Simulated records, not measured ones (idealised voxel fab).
Herein follows the process module entitled voxel capacitor over wiring.
Pictured: cross-section cut, 200 nm wide, on a grid of 5 nm square cells.
Just so we're on the same page, the cross-sections are grids of square cells, and they're listed out in bands top to bottom, each band one or more rows deep. Quick guide to a band line: top height, bottom height (nm) up front; then every material left to right with its width in nm. Only one material and it's marked "edge to edge"? Then it fills the band edge to edge. And "air" just means empty space. Where do heights start? At 0: under that level the wafer as delivered is made of one material only. And the lowest band has no floor; it just carries on downward, as in "z 0 and below". It should be noted that a width expressed as "30 to 40" varies in equal increments from row to row of cells within the band, taking the value of the first number at the top row and that of the second number at the bottom row. It should be understood that the words "no modifications", when stated for a given step, signify that the cross-section underwent no change in any of its cells during that step. "Enclosed void entries" - sealed voids, min. 8 cells, no opening to top; format: width x height at distance (distance from left edge; nm throughout). Past the settings on a step's line: simulator remark, on that step. Among the settings permitted on a step's line is "overlay nm"; applied to a step with a mask, it specifies the extent to which the mask lay to the right of its planned position, whereas a negative figure signifies a position to the left.

Process steps - plan
1,RECEIVE with material Si
2,CONFORMAL_DEP with material SiO2, thk nm 15
3,DIRECTIONAL_DEP with material TiN, thk nm 5
4,DIRECTIONAL_DEP with material Ru, thk nm 20
5,MASKED_ETCH with tone cover, mask id METAL_1, width nm 20, pitch nm 90, etch materials Ru, depth nm 20, overlay nm 0
6,MASKED_ETCH with tone cover, mask id METAL_1, width nm 20, pitch nm 90, etch materials TiN, depth nm 5, overlay nm 0
7,FILL_DEP with material SiO2, thk nm 10
8,CMP with height nm 40
9,CONFORMAL_DEP with material SiCN, thk nm 5
10,DIRECTIONAL_DEP with material lowk, thk nm 15
11,MASKED_ETCH with tone open, mask id PLUG_1, width nm 15, etch materials lowk, depth nm 15, overlay nm 0
12,MASKED_ETCH with tone open, mask id PLUG_1, width nm 15, etch materials SiCN, depth nm 5, overlay nm 0
13,EPI with material Ru, thk nm 10
14,EPI with material Ru, thk nm 10
15,DIRECTIONAL_DEP with material TiN, thk nm 10
16,DIRECTIONAL_DEP with material SiN, thk nm 5
17,DIRECTIONAL_DEP with material TiN, thk nm 10
18,DIRECTIONAL_DEP with material aC, thk nm 15
19,PATTERN with tone cover, mask id UPPER_PLATE, material resist, width nm 75, thk nm 30, overlay nm 0
20,DIRECTIONAL_ETCH with etch materials aC, depth nm 15
21,STRIP with etch materials resist
22,DIRECTIONAL_ETCH with etch materials TiN, depth nm 10
23,DIRECTIONAL_ETCH with etch materials SiN, depth nm 5
24,STRIP with etch materials aC
25,MASKED_ETCH with tone cover, mask id LOWER_PLATE, width nm 85, etch materials TiN, depth nm 10, overlay nm 0
26,FILL_DEP with material SiO2, thk nm 20
27,CMP with height nm 100
28,PATTERN with tone open, mask id PLUG_2, material resist, width nm 15, thk nm 15, overlay nm 0
29,DIRECTIONAL_ETCH with etch materials SiO2, depth nm 15
30,STRIP with etch materials resist
31,CONFORMAL_DEP with material TiN, thk nm 5
32,FILL_DEP with material W, thk nm 10
33,CMP with height nm 100
34,CONFORMAL_DEP with material SiCN, thk nm 5

First of two wafers - as planned

Shown in cross-section is the wafer as received, that is, as it stands after step 1
  z 0 and below | Si edge to edge
  Enclosed void entries: none

Wafer xsec, post step 2
  z 15 to 0 | SiO2 edge to edge
  Below 0, the layers are the same as they were.

Wafer xsec, post step 3
  z 20 to 15 | TiN edge to edge
  Below 15, the layers are the same as they were.

Wafer xsec, post step 4
  z 40 to 20 | Ru edge to edge
  Below 20, the layers are the same as they were.

Wafer xsec, post step 5
  z 40 to 20 | air=45 | Ru=20 | air=70 | Ru=20 | air=45
  Below 20, the layers are the same as they were.

Wafer xsec, post step 6
  z 40 to 20 | air=45 | Ru=20 | air=70 | Ru=20 | air=45
  z 20 to 15 | air=45 | TiN=20 | air=70 | TiN=20 | air=45
  Below 15, the layers are the same as they were.

Wafer xsec, post step 7
  z 50 to 40 | SiO2 edge to edge
  z 40 to 20 | SiO2=45 | Ru=20 | SiO2=70 | Ru=20 | SiO2=45
  z 20 to 15 | SiO2=45 | TiN=20 | SiO2=70 | TiN=20 | SiO2=45
  Below 15, the layers are the same as they were.

Wafer xsec, post step 8
  z 40 to 20 | SiO2=45 | Ru=20 | SiO2=70 | Ru=20 | SiO2=45
  Below 20, the layers are the same as they were.

Wafer xsec, post step 9
  z 45 to 40 | SiCN edge to edge
  Below 40, the layers are the same as they were.

Wafer xsec, post step 10
  z 60 to 45 | lowk edge to edge
  Below 45, the layers are the same as they were.

Wafer xsec, post step 11
  z 60 to 45 | lowk=50 | air=15 | lowk=135
  Below 45, the layers are the same as they were.

Wafer xsec, post step 12
  z 60 to 45 | lowk=50 | air=15 | lowk=135
  z 45 to 40 | SiCN=50 | air=15 | SiCN=135
  Below 40, the layers are the same as they were.

Wafer xsec, post step 13
  z 60 to 50 | lowk=50 | air=15 | lowk=135
  z 50 to 45 | lowk=50 | Ru=15 | lowk=135
  z 45 to 40 | SiCN=50 | Ru=15 | SiCN=135
  Below 40, the layers are the same as they were.

Wafer xsec, post step 14
  z 60 to 45 | lowk=50 | Ru=15 | lowk=135
  Below 45, the layers are the same as they were.

Wafer xsec, post step 15
  z 70 to 60 | TiN edge to edge
  Below 60, the layers are the same as they were.

Wafer xsec, post step 16
  z 75 to 70 | SiN edge to edge
  Below 70, the layers are the same as they were.

Wafer xsec, post step 17
  z 85 to 75 | TiN edge to edge
  Below 75, the layers are the same as they were.

Wafer xsec, post step 18
  z 100 to 85 | aC edge to edge
  Below 85, the layers are the same as they were.

Wafer xsec, post step 19
  z 130 to 100 | air=50 | resist=75 | air=75
  Below 100, the layers are the same as they were.

Wafer xsec, post step 20
  z 115 to 100 | air=50 | resist=75 | air=75
  z 100 to 85 | air=50 | aC=75 | air=75
  Below 85, the layers are the same as they were.

Wafer xsec, post step 21
  z 100 to 85 | air=50 | aC=75 | air=75
  Below 85, the layers are the same as they were.

Wafer xsec, post step 22
  z 100 to 85 | air=50 | aC=75 | air=75
  z 85 to 75 | air=50 | TiN=75 | air=75
  Below 75, the layers are the same as they were.

Wafer xsec, post step 23
  z 100 to 85 | air=50 | aC=75 | air=75
  z 85 to 75 | air=50 | TiN=75 | air=75
  z 75 to 70 | air=50 | SiN=75 | air=75
  Below 70, the layers are the same as they were.

Wafer xsec, post step 24
  z 85 to 75 | air=50 | TiN=75 | air=75
  Below 75, the layers are the same as they were.

Wafer xsec, post step 25
  z 85 to 75 | air=50 | TiN=75 | air=75
  z 75 to 70 | air=50 | SiN=75 | air=75
  z 70 to 60 | air=45 | TiN=85 | air=70
  Below 60, the layers are the same as they were.

Wafer xsec, post step 26
  z 105 to 85 | SiO2 edge to edge
  z 85 to 75 | SiO2=50 | TiN=75 | SiO2=75
  z 75 to 70 | SiO2=50 | SiN=75 | SiO2=75
  z 70 to 60 | SiO2=45 | TiN=85 | SiO2=70
  Below 60, the layers are the same as they were.

Wafer xsec, post step 27
  z 100 to 85 | SiO2 edge to edge
  Below 85, the layers are the same as they were.

Wafer xsec, post step 28
  z 115 to 100 | resist=60 | air=15 | resist=125
  Below 100, the layers are the same as they were.

Wafer xsec, post step 29
  z 115 to 100 | resist=60 | air=15 | resist=125
  z 100 to 85 | SiO2=60 | air=15 | SiO2=125
  Below 85, the layers are the same as they were.

Wafer xsec, post step 30
  z 100 to 85 | SiO2=60 | air=15 | SiO2=125
  Below 85, the layers are the same as they were.

Wafer xsec, post step 31
  z 105 to 100 | TiN=65 | air=5 | TiN=130
  z 100 to 90 | SiO2=60 | TiN=5 | air=5 | TiN=5 | SiO2=125
  z 90 to 85 | SiO2=60 | TiN=15 | SiO2=125
  Below 85, the layers are the same as they were.

Wafer xsec, post step 32
  z 115 to 105 | W edge to edge
  z 105 to 100 | TiN=65 | W=5 | TiN=130
  z 100 to 90 | SiO2=60 | TiN=5 | W=5 | TiN=5 | SiO2=125
  Below 90, the layers are the same as they were.

Wafer xsec, post step 33
  z 100 to 90 | SiO2=60 | TiN=5 | W=5 | TiN=5 | SiO2=125
  Below 90, the layers are the same as they were.

Wafer xsec, post step 34
  z 105 to 100 | SiCN edge to edge
  Below 100, the layers are the same as they were.

The second wafer: identical to the first at the outset and in its planned sequence, differing only in that one mistake was made during processing; up to and including step 13, its path is the first wafer's path

Cross-section of the second wafer corresponding to the planned conclusion of step 14
  z 70 to 60 | TiN=50 | air=15 | TiN=135
  z 60 to 50 | lowk=50 | TiN=15 | lowk=135
  Below 50, the layers are the same as they were.

Cross-section of the second wafer corresponding to the planned conclusion of step 15
  z 80 to 70 | Ru edge to edge
  z 70 to 60 | TiN=50 | Ru=15 | TiN=135
  Below 60, the layers are the same as they were.

Cross-section of the second wafer corresponding to the planned conclusion of step 16
  z 85 to 80 | SiN edge to edge
  Below 80, the layers are the same as they were.

Cross-section of the second wafer corresponding to the planned conclusion of step 17
  z 95 to 85 | TiN edge to edge
  Below 85, the layers are the same as they were.

Cross-section of the second wafer corresponding to the planned conclusion of step 18
  z 110 to 95 | aC edge to edge
  Below 95, the layers are the same as they were.

Cross-section of the second wafer corresponding to the planned conclusion of step 19
  z 140 to 110 | air=50 | resist=75 | air=75
  Below 110, the layers are the same as they were.

Cross-section of the second wafer corresponding to the planned conclusion of step 20
  z 125 to 110 | air=50 | resist=75 | air=75
  z 110 to 95 | air=50 | aC=75 | air=75
  Below 95, the layers are the same as they were.

Cross-section of the second wafer corresponding to the planned conclusion of step 21
  z 110 to 95 | air=50 | aC=75 | air=75
  Below 95, the layers are the same as they were.

Cross-section of the second wafer corresponding to the planned conclusion of step 22
  z 110 to 95 | air=50 | aC=75 | air=75
  z 95 to 85 | air=50 | TiN=75 | air=75
  Below 85, the layers are the same as they were.

Cross-section of the second wafer corresponding to the planned conclusion of step 23
  z 110 to 95 | air=50 | aC=75 | air=75
  z 95 to 85 | air=50 | TiN=75 | air=75
  z 85 to 80 | air=50 | SiN=75 | air=75
  Below 80, the layers are the same as they were.

Cross-section of the second wafer corresponding to the planned conclusion of step 24
  z 95 to 85 | air=50 | TiN=75 | air=75
  Below 85, the layers are the same as they were.

Cross-section of the second wafer corresponding to the planned conclusion of step 25: no modifications

Cross-section of the second wafer corresponding to the planned conclusion of step 26
  z 115 to 95 | SiO2 edge to edge
  z 95 to 85 | SiO2=50 | TiN=75 | SiO2=75
  z 85 to 80 | SiO2=50 | SiN=75 | SiO2=75
  Below 80, the layers are the same as they were.

Cross-section of the second wafer corresponding to the planned conclusion of step 27
  z 100 to 95 | SiO2 edge to edge
  Below 95, the layers are the same as they were.

Cross-section of the second wafer corresponding to the planned conclusion of step 28
  z 115 to 100 | resist=60 | air=15 | resist=125
  Below 100, the layers are the same as they were.

Cross-section of the second wafer corresponding to the planned conclusion of step 29
  z 115 to 100 | resist=60 | air=15 | resist=125
  z 100 to 95 | SiO2=60 | air=15 | SiO2=125
  Below 95, the layers are the same as they were.

Cross-section of the second wafer corresponding to the planned conclusion of step 30
  z 100 to 95 | SiO2=60 | air=15 | SiO2=125
  Below 95, the layers are the same as they were.

Cross-section of the second wafer corresponding to the planned conclusion of step 31
  z 105 to 100 | TiN=65 | air=5 | TiN=130
  z 100 to 95 | SiO2=60 | TiN=15 | SiO2=125
  Below 95, the layers are the same as they were.

Cross-section of the second wafer corresponding to the planned conclusion of step 32
  z 115 to 105 | W edge to edge
  z 105 to 100 | TiN=65 | W=5 | TiN=130
  Below 100, the layers are the same as they were.

Cross-section of the second wafer corresponding to the planned conclusion of step 33
  z 100 to 95 | SiO2=60 | TiN=15 | SiO2=125
  Below 95, the layers are the same as they were.

Cross-section of the second wafer corresponding to the planned conclusion of step 34
  z 105 to 100 | SiCN edge to edge
  Below 100, the layers are the same as they were.
Where did the run depart from the plan? so 14 and 15 got swapped relative to the plan, each ran where the other was supposed to
Counted in cells at the end, the second wafer holds more or fewer of these materials than the first: +80 Ru; -120 SiO2; +42 TiN; -2 W
